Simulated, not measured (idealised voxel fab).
voxel wiring stack: a process module
Section cut is 180 nm wide and gridded with 5 nm square cells.
Think of the cross-section as a grid of square cells. We describe it in bands, top to bottom, and each band covers one or more rows of those cells.
It is stipulated that each band's entry specify, in nanometres, the height of the top of the band and then that of its bottom, followed by the materials of the band in left-to-right sequence, each together with its width in nanometres. A single material marked by the word "everywhere" is understood to fill the band from edge to edge; the word "blank" is understood to denote empty space.
Basically, 0 is our baseline, since under it the wafer straight out of the box is all one material. The bottom band has no lower end and keeps on going down, so it looks like "top 0, no bottom".
The width entry "30 to 40" should be interpreted row by row: the top row of cells in the band takes the first number, the bottom row takes the second number, and the change between adjacent rows is uniform throughout.
Step marked "no change occurred"? Then no cell in the cross-section changed in it.
Each empty space that has no open way to the top and spans at least 8 cells appears under "Cavities, closed" as width x height at distance, the distance counted from the left edge, all in nm.
after a step's settings: what the simulator itself notes on the step
overlay nm: on a step with a mask, how far right of its planned place the mask lay; negative means left.
**These are the steps we planned for the process**
step 1: RECEIVE | material Si
step 2: CONFORMAL_DEP | material SiO2 | thk nm 10
step 3: DIRECTIONAL_DEP | material TiN | thk nm 5
step 4: DIRECTIONAL_DEP | material W | thk nm 15
step 5: DIRECTIONAL_DEP | material aC | thk nm 15
step 6: PATTERN | tone cover | mask id METAL_1 | material resist | width nm 20 | pitch nm 45 | thk nm 30 | overlay nm 0
step 7: DIRECTIONAL_ETCH | etch materials aC | depth nm 15
step 8: STRIP | etch materials resist
step 9: DIRECTIONAL_ETCH | etch materials W | depth nm 15
step 10: DIRECTIONAL_ETCH | etch materials TiN | depth nm 5
step 11: STRIP | etch materials aC
step 12: FILL_DEP | material SiO2 | thk nm 10
step 13: CMP | height nm 30
step 14: CONFORMAL_DEP | material SiCN | thk nm 5
step 15: DIRECTIONAL_DEP | material lowk | thk nm 35
step 16: DIRECTIONAL_DEP | material aC | thk nm 15
step 17: PATTERN | tone open | mask id METAL_2_HOLES | material resist | width nm 15 | thk nm 35 | overlay nm 0
step 18: DIRECTIONAL_ETCH | etch materials aC | depth nm 15
step 19: STRIP | etch materials resist
step 20: DIRECTIONAL_ETCH | etch materials lowk | depth nm 35
step 21: STRIP | etch materials aC
step 22: DIRECTIONAL_DEP | material aC | thk nm 15
step 23: PATTERN | tone open | mask id METAL_2 | material resist | width nm 20 | pitch nm 45 | thk nm 30 | overlay nm 0
step 24: DIRECTIONAL_ETCH | etch materials aC | depth nm 15
step 25: STRIP | etch materials resist
step 26: DIRECTIONAL_ETCH | etch materials lowk | depth nm 20
step 27: DIRECTIONAL_ETCH | etch materials SiCN | depth nm 5
step 28: STRIP | etch materials aC
step 29: CONFORMAL_DEP | material TiN | thk nm 5
step 30: FILL_DEP | material Cu | thk nm 5
step 31: CMP | height nm 70
step 32: CONFORMAL_DEP | material SiN | thk nm 5
**Cross-sectional view of the wafer in its as-received condition, corresponding to the state after step 1**
    top 0, no bottom: Si everywhere
    Cavities, closed: none
**Module complete - cross-section of the first of two wafers, run according to plan**
    top 75, bottom 70: SiN everywhere
    top 70, bottom 55: 55 of lowk | 5 of TiN | 10 of Cu | 5 of TiN | 25 of lowk | 5 of TiN | 10 of Cu | 5 of TiN | 60 of lowk
    top 55, bottom 50: 55 of lowk | 5 of TiN | 5 of Cu | 10 of TiN | 25 of lowk | 20 of TiN | 60 of lowk
    top 50, bottom 35: 55 of lowk | 5 of TiN | 5 of Cu | 5 of TiN | 110 of lowk
    top 35, bottom 30: 55 of SiCN | 15 of TiN | 110 of SiCN
    top 30, bottom 15: 55 of SiO2 | 20 of W | 25 of SiO2 | 20 of W | 60 of SiO2
    top 15, bottom 10: 55 of SiO2 | 20 of TiN | 25 of SiO2 | 20 of TiN | 60 of SiO2
    top 10, bottom 0: SiO2 everywhere
    top 0, no bottom: Si everywhere
    Cavities, closed: none
**Here's the second of our two wafers sectioned at module end. Same start as the first, same plan, but one mistake got made running it**
    top 75, bottom 70: SiN everywhere
    top 70, bottom 55: 65 of Cu | 5 of TiN | 5 of lowk | 5 of TiN | 15 of Cu | 5 of TiN | 20 of lowk | 5 of TiN | 55 of Cu
    top 55, bottom 50: 60 of TiN | 5 of Cu | 5 of TiN | 5 of lowk | 25 of TiN | 20 of lowk | 60 of TiN
    top 50, bottom 40: 55 of lowk | 5 of TiN | 5 of Cu | 5 of TiN | 110 of lowk
    top 40, bottom 35: 55 of lowk | 15 of TiN | 110 of lowk
    top 35, bottom 30: SiCN everywhere
    top 30, bottom 15: 55 of SiO2 | 20 of W | 25 of SiO2 | 20 of W | 60 of SiO2
    top 15, bottom 10: 55 of SiO2 | 20 of TiN | 25 of SiO2 | 20 of TiN | 60 of SiO2
    top 10, bottom 0: SiO2 everywhere
    top 0, no bottom: Si everywhere
    Cavities, closed: none
What broke from the plan during processing? step 23 was run on a setting that differed from the plan, and what really ran there is PATTERN | tone cover | mask id METAL_2 | material resist | width nm 20 | pitch nm 45 | thk nm 30 | overlay nm 0
It is noted that, at the conclusion of processing, the second wafer exhibits a higher or lower cell count for certain materials relative to the first: Cu +68 | SiCN +3 | TiN +21 | lowk -92
